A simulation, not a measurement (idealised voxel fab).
Title: Process Module voxel transistor to metal
Shown is cross-section cut, with a width of 265 nm and square cells of size 5 nm.
Throughout this document, each cross-section is represented as a grid of square cells and is presented as a sequence of bands enumerated from the top downward, where a band comprises one or more rows of cells. In this notation a band is specified by the heights of its top and bottom, in that order and in nm, after which its materials appear from left to right, each paired with its width in nm. The word "everywhere" attached to a single material means that material fills the band from edge to edge; the word "air" stands for empty space. Zero point of the height axis is 0; under it, received wafer = one material. Lowest band: continues down indefinitely, "top 0, no bottom". The width entry "30..40" should be interpreted row by row: the top row of cells in the band takes the first number, the bottom row takes the second number, and the change between adjacent rows is uniform throughout. Any step labelled "stayed the same" changed none of the cells in the cross-section. Listed in "Enclosed void list": every empty space of 8 or more cells without an open way to the top. Form: width x height at distance, the distance being from the left edge, all in nm. Where a step's line continues beyond its settings, the continuation is a remark by the simulator itself on that step. "overlay nm" answers the question of how far to the right of plan the mask lay on a step that has a mask, and when it is negative the answer is to the left.
PROCESS STEPS (PLANNED)
1,RECEIVE (material Si)
2,CONFORMAL_DEP (material SiO2; thk nm 5)
3,CONFORMAL_DEP (material SiN; thk nm 15)
4,PATTERN (tone cover; mask id ACTIVE; material resist; width nm 100; pitch nm 125; thk nm 15; overlay nm 0)
5,DIRECTIONAL_ETCH (etch materials SiN; depth nm 15)
6,DIRECTIONAL_ETCH (etch materials SiO2; depth nm 5)
7,DIRECTIONAL_ETCH (etch materials Si; depth nm 30)
8,STRIP (etch materials resist)
9,OXIDIZE (depth nm 5)
10,FILL_DEP (material SiO2; thk nm 15)
11,CMP (height nm 20)
12,SELECTIVE_ETCH (etch materials SiO2; depth nm 5)
13,STRIP (etch materials SiN)
14,SELECTIVE_ETCH (etch materials SiO2; depth nm 5)
15,OXIDIZE (depth nm 5)
16,DIRECTIONAL_DEP (material polySi; thk nm 20)
17,DIRECTIONAL_DEP (material SiCN; thk nm 10)
18,DIRECTIONAL_DEP (material aC; thk nm 10)
19,PATTERN (tone cover; mask id GATE; material resist; width nm 20; pitch nm 125; thk nm 30; overlay nm 0)
20,DIRECTIONAL_ETCH (etch materials aC; depth nm 10)
21,STRIP (etch materials resist)
22,DIRECTIONAL_ETCH (etch materials SiCN; depth nm 20)
23,DIRECTIONAL_ETCH (etch materials polySi; depth nm 30)
24,STRIP (etch materials aC)
25,CONFORMAL_DEP (material SiO2; thk nm 5)
26,DIRECTIONAL_ETCH (etch materials SiO2; depth nm 5)
27,CONFORMAL_DEP (material SiN; thk nm 10)
28,DIRECTIONAL_ETCH (etch materials SiN; depth nm 10)
29,DIRECTIONAL_ETCH (etch materials SiO2; depth nm 5)
30,DIRECTIONAL_ETCH (etch materials Si; depth nm 5)
31,EPI (material pSi; thk nm 10)
32,FILL_DEP (material SiO2; thk nm 10)
33,CMP (height nm 30)
34,DIRECTIONAL_DEP (material SiO2; thk nm 10)
35,PATTERN (tone open; mask id CONTACT; material resist; width nm 30; thk nm 20; overlay nm 0)
36,DIRECTIONAL_ETCH (etch materials SiO2; depth nm 35)
37,STRIP (etch materials resist)
38,CONFORMAL_DEP (material TiN; thk nm 5)
39,FILL_DEP (material W; thk nm 5)
40,CMP (height nm 40)
41,DIRECTIONAL_DEP (material TiN; thk nm 5)
42,DIRECTIONAL_DEP (material W; thk nm 15)
43,MASKED_ETCH (tone cover; mask id METAL_1; width nm 15; etch materials W; depth nm 15; overlay nm 0)
44,MASKED_ETCH (tone cover; mask id METAL_1; width nm 15; etch materials TiN; depth nm 5; overlay nm 0)
45,CONFORMAL_DEP (material SiCN; thk nm 5)
46,FILL_DEP (material SiO2; thk nm 10)
47,CMP (height nm 60)
48,CONFORMAL_DEP (material SiCN; thk nm 5)
49,DIRECTIONAL_DEP (material SiO2; thk nm 35)
50,MASKED_ETCH (tone open; mask id METAL_2; width nm 15; pitch nm 125; etch materials SiO2; depth nm 20; overlay nm 0)
51,PATTERN (tone open; mask id METAL_2_HOLES; material resist; width nm 15; pitch nm 125; thk nm 20; overlay nm 0)
52,DIRECTIONAL_ETCH (etch materials SiO2; depth nm 15)
53,DIRECTIONAL_ETCH (etch materials SiCN; depth nm 5)
54,STRIP (etch materials resist)
55,CONFORMAL_DEP (material TiN; thk nm 5)
56,FILL_DEP (material Cu; thk nm 5)
57,CMP (height nm 100)
58,CONFORMAL_DEP (material SiN; thk nm 5)
STEP 1 COMPLETE: CROSS-SECTION OF THE WAFER AS RECEIVED
    top 0, no bottom: Si everywhere
    Enclosed void list: none
FIRST WAFER AT THE END, AS PLANNED
    top 105, bottom 100: SiN everywhere
    top 100, bottom 65: SiO2 25 nm / TiN 5 nm / Cu 5 nm / TiN 5 nm / SiO2 110 nm / TiN 5 nm / Cu 5 nm / TiN 5 nm / SiO2 100 nm
    top 65, bottom 60: SiCN 25 nm / TiN 15 nm / SiCN 110 nm / TiN 15 nm / SiCN 100 nm
    top 60, bottom 45: SiO2 20 nm / SiCN 5 nm / W 15 nm / SiCN 5 nm / SiO2 50 nm / SiCN 5 nm / W 15 nm / SiCN 5 nm / SiO2 25 nm / SiCN 5 nm / W 15 nm / SiCN 5 nm / SiO2 50 nm / SiCN 5 nm / W 15 nm / SiCN 5 nm / SiO2 20 nm
    top 45, bottom 40: SiCN 25 nm / TiN 15 nm / SiCN 60 nm / TiN 15 nm / SiCN 35 nm / TiN 15 nm / SiCN 60 nm / TiN 15 nm / SiCN 25 nm
    top 40, bottom 30: SiO2 25 nm / TiN 5 nm / W 20..10 nm / TiN 5..15 nm / SiO2 30 nm / TiN 5..15 nm / W 20..10 nm / TiN 5 nm / SiO2 35 nm / TiN 5 nm / W 20..10 nm / TiN 5..15 nm / SiO2 30 nm / TiN 5..15 nm / W 20..10 nm / TiN 5 nm / SiO2 25 nm
    top 30, bottom 20: SiO2 25 nm / TiN 5 nm / W 10 nm / TiN 5 nm / SiN 10 nm / SiO2 5 nm / SiCN 20 nm / SiO2 5 nm / SiN 10 nm / TiN 5 nm / W 10 nm / TiN 5 nm / SiO2 35 nm / TiN 5 nm / W 10 nm / TiN 5 nm / SiN 10 nm / SiO2 5 nm / SiCN 20 nm / SiO2 5 nm / SiN 10 nm / TiN 5 nm / W 10 nm / TiN 5 nm / SiO2 25 nm
    top 20, bottom 10: SiO2 25 nm / TiN 5..10 nm / W 10..5 nm / TiN 5 nm / SiN 10 nm / SiO2 5 nm / polySi 20 nm / SiO2 5 nm / SiN 10 nm / TiN 5 nm / W 10..5 nm / TiN 5..10 nm / SiO2 35 nm / TiN 5..10 nm / W 10..5 nm / TiN 5 nm / SiN 10 nm / SiO2 5 nm / polySi 20 nm / SiO2 5 nm / SiN 10 nm / TiN 5 nm / W 10..5 nm / TiN 5..10 nm / SiO2 25 nm
    top 10, bottom 5: SiO2 20 nm / SiN 10 nm / TiN 15 nm / SiN 10 nm / SiO2 5 nm / polySi 20 nm / SiO2 5 nm / SiN 10 nm / TiN 15 nm / SiN 10 nm / SiO2 25 nm / SiN 10 nm / TiN 15 nm / SiN 10 nm / SiO2 5 nm / polySi 20 nm / SiO2 5 nm / SiN 10 nm / TiN 15 nm / SiN 10 nm / SiO2 20 nm
    top 5, bottom 0: SiO2 20 nm / SiN 10 nm / pSi 15 nm / SiN 10 nm / SiO2 5 nm / polySi 20 nm / SiO2 5 nm / SiN 10 nm / pSi 15 nm / SiN 10 nm / SiO2 25 nm / SiN 10 nm / pSi 15 nm / SiN 10 nm / SiO2 5 nm / polySi 20 nm / SiO2 5 nm / SiN 10 nm / pSi 15 nm / SiN 10 nm / SiO2 20 nm
    top 0, bottom -5: SiO2 30 nm / pSi 15 nm / SiO2 50 nm / pSi 15 nm / SiO2 45 nm / pSi 15 nm / SiO2 50 nm / pSi 15 nm / SiO2 30 nm
    top -5, bottom -10: SiO2 25 nm / Si 5 nm / pSi 15 nm / Si 50 nm / pSi 15 nm / Si 5 nm / SiO2 35 nm / Si 5 nm / pSi 15 nm / Si 50 nm / pSi 15 nm / Si 5 nm / SiO2 25 nm
    top -10, bottom -35: SiO2 25 nm / Si 90 nm / SiO2 35 nm / Si 90 nm / SiO2 25 nm
    top -35, no bottom: Si everywhere
    Enclosed void list: none
CROSS-SECTION OF THE LATTER OF THE TWO WAFERS AT MODULE COMPLETION. IT HAD AN IDENTICAL START AND AN IDENTICAL PLAN TO THE FORMER; IN RUNNING IT, ONE MISTAKE WAS MADE
    top 105, bottom 100: SiN everywhere
    top 100, bottom 65: SiO2 25 nm / TiN 5 nm / Cu 5 nm / TiN 5 nm / SiO2 110 nm / TiN 5 nm / Cu 5 nm / TiN 5 nm / SiO2 100 nm
    top 65, bottom 60: SiCN 25 nm / TiN 15 nm / SiCN 110 nm / TiN 15 nm / SiCN 100 nm
    top 60, bottom 45: SiO2 20 nm / SiCN 5 nm / W 15 nm / SiCN 5 nm / SiO2 50 nm / SiCN 5 nm / W 15 nm / SiCN 5 nm / SiO2 25 nm / SiCN 5 nm / W 15 nm / SiCN 5 nm / SiO2 50 nm / SiCN 5 nm / W 15 nm / SiCN 5 nm / SiO2 20 nm
    top 45, bottom 40: SiCN 25 nm / TiN 15 nm / SiCN 60 nm / TiN 15 nm / SiCN 35 nm / TiN 15 nm / SiCN 60 nm / TiN 15 nm / SiCN 25 nm
    top 40, bottom 30: SiO2 25 nm / TiN 5 nm / W 20..10 nm / TiN 5..15 nm / SiO2 30 nm / TiN 5..15 nm / W 20..10 nm / TiN 5 nm / SiO2 35 nm / TiN 5 nm / W 20..10 nm / TiN 5..15 nm / SiO2 30 nm / TiN 5..15 nm / W 20..10 nm / TiN 5 nm / SiO2 25 nm
    top 30, bottom 25: SiO2 25 nm / TiN 5 nm / W 10 nm / TiN 5 nm / SiN 10 nm / SiO2 5 nm / polySi 20 nm / SiO2 5 nm / SiN 10 nm / TiN 5 nm / W 10 nm / TiN 5 nm / SiO2 35 nm / TiN 5 nm / W 10 nm / TiN 5 nm / SiN 10 nm / SiO2 5 nm / polySi 20 nm / SiO2 5 nm / SiN 10 nm / TiN 5 nm / W 10 nm / TiN 5 nm / SiO2 25 nm
    top 25, bottom 20: SiO2 25 nm / TiN 20 nm / SiO2 50 nm / TiN 20 nm / SiO2 35 nm / TiN 20 nm / SiO2 50 nm / TiN 20 nm / SiO2 25 nm
    top 20, bottom 5: SiO2 20 nm / SiN 100 nm / SiO2 25 nm / SiN 100 nm / SiO2 20 nm
    top 5, bottom 0: SiO2 everywhere
    top 0, bottom -35: SiO2 25 nm / Si 90 nm / SiO2 35 nm / Si 90 nm / SiO2 25 nm
    top -35, no bottom: Si everywhere
    Enclosed void list: none
Where did the run depart from the plan? the run left out plan step 11 entirely, so it was never executed
Per the end-of-run cell counts, the second wafer holds more or fewer of some materials than the first: +48 Si; -16 SiCN; +64 SiN; +8 SiO2; -24 TiN; -20 W; -36 pSi; -24 polySi
